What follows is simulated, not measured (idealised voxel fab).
process module | voxel ribs on slabs
cross-section cut | 170 nm wide | cells 5 nm
A cross-section is a grid of square cells, given in bands from the top down. A band is one or more rows of cells.
Each band's line starts with the height of the band's top and of its bottom, in nm. Then come its materials from left to right, each with its width in nm. One material with "throughout" fills the band from edge to edge. "air" is empty space.
Height 0 is the level under which the wafer as received is all one material. The lowest band goes on downwards, as in "0 down".
A width such as "30 to 40" changes by the same amount from each row of cells to the next, from the band's top row to its bottom row.
"no change" after a step means that no cell of the cross-section changed.
closed voids: empty space of 8 cells or more with no open way to the top, each as width x height at its distance from the left edge, in nm
after a step's settings: what the simulator itself notes on the step
overlay nm, on a step with a mask: how far to the right of its planned place the mask lay; to the left if negative
plan
1 op RECEIVE | material Si
2 op DIRECTIONAL_DEP | material SiO2 | thk nm 25
3 op DIRECTIONAL_DEP | material SiN | thk nm 20
4 op MASKED_ETCH | tone cover | mask id RIB | width nm 20 | etch materials SiN | depth nm 15 | overlay nm 0
5 op PATTERN | tone cover | mask id SLAB | material resist | width nm 60 | thk nm 15 | overlay nm 0
6 op DIRECTIONAL_ETCH | etch materials SiN | depth nm 5
7 op STRIP | etch materials resist
8 op FILL_DEP | material SiO2 | thk nm 25
9 op CMP | height nm 60
10 op DIRECTIONAL_DEP | material TiN | thk nm 5
11 op PATTERN | tone cover | mask id HEATER | material resist | width nm 30 | thk nm 15 | overlay nm 0
12 op DIRECTIONAL_ETCH | etch materials TiN | depth nm 5
13 op STRIP | etch materials resist
14 op CONFORMAL_DEP | material SiN | thk nm 10
as received, after step 1
  0 down: Si throughout
  closed voids: none
first wafer at the end, as planned
  75 to 70: air 60 | SiN 50 | air 60
  70 to 65: SiN throughout
  65 to 60: SiN 70 | TiN 30 | SiN 70
  60 to 45: SiO2 throughout
  45 to 30: SiO2 75 | SiN 20 | SiO2 75
  30 to 25: SiO2 55 | SiN 60 | SiO2 55
  25 to 0: SiO2 throughout
  0 down: Si throughout
  closed voids: none
second wafer at the end: like start, like plan, one mistake
  75 to 70: air 60 | SiN 50 | air 60
  70 to 65: SiN throughout
  65 to 60: SiN 70 | TiN 30 | SiN 70
  60 to 50: SiO2 75 | SiN 20 | SiO2 75
  50 to 45: SiO2 55 | SiN 60 | SiO2 55
  45 to 25: SiN throughout
  25 to 0: SiO2 throughout
  0 down: Si throughout
  closed voids: none
what went wrong: step 3 was run twice
at the end the second wafer has, in cells: 132 more of SiN | 132 fewer of SiO2
